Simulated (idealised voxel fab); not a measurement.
Process module heading - voxel released beams
Square cell edge 5 nm, section width 170 nm, ID cut.
A cross-section is a grid of square cells, given in bands from the top down. A band is one or more rows of cells.
Heads up on the band format: heights come first, top then bottom, in nm. After that it's the materials left to right, each with its width in nm. A single material flagged "everywhere" fills the whole band edge to edge, and "air" means there's empty space there.
Basically, 0 is our baseline, since under it the wafer straight out of the box is all one material. The bottom band has no lower end and keeps on going down, so it looks like "0 down".
Top row gets the first number, bottom row gets the second, and each row in between changes by the same step: that is how a band width like "30->40" works.
The designation "everything unchanged", where it is given for a processing step, indicates that no cell of the cross-section was altered in the course of that step.
Voids not open to the top, 8 cells minimum: see "Voids, fully enclosed". Written width x height at distance; distance is from the left edge; nm.
Whatever follows a step's settings on its line is a remark the simulator itself makes about that step.
You can add "overlay nm" to a step's line. For a step with a mask, it describes how far the mask lay to the right of its planned position, and a negative number describes a lay to the left.

Planned step list for the process:
1: RECEIVE with material Si
2: CONFORMAL_DEP with material Al2O3, thk nm 10
3: DIRECTIONAL_DEP with material SiO2, thk nm 20
4: PATTERN with tone open, mask id ANCHOR, material resist, width nm 20, thk nm 20, overlay nm 0
5: DIRECTIONAL_ETCH with etch materials SiO2, depth nm 20
6: STRIP with etch materials resist
7: CONFORMAL_DEP with material W, thk nm 10
8: PATTERN with tone cover, mask id BEAM, material resist, width nm 75, thk nm 15, overlay nm 0
9: DIRECTIONAL_ETCH with etch materials W, depth nm 10
10: STRIP with etch materials resist
11: STRIP with etch materials SiO2
All wafers enter the flow in the same state. The width nm at step 4 differs from wafer to wafer, and the plan gives the value for the first wafer.

The first of several wafers in cross-section, exactly as it reached us after step 1:
- 0 down: Si everywhere
- Voids, fully enclosed: none

Basically each wafer gets a line in the table, showing it at the end of the module: material by material, the cells it gained (+) or lost (-) since we got it, then its closed voids:
width nm 20 | +68 Al2O3 | +46 W | Voids, fully enclosed: none
width nm 25 | +68 Al2O3 | +46 W | Voids, fully enclosed: none
width nm 30 | +68 Al2O3 | +46 W | Voids, fully enclosed: none
width nm 35 | +68 Al2O3 | +46 W | Voids, fully enclosed: none
width nm 40 | +68 Al2O3 | +46 W | Voids, fully enclosed: none
width nm 45 | +68 Al2O3 | +46 W | Voids, fully enclosed: none
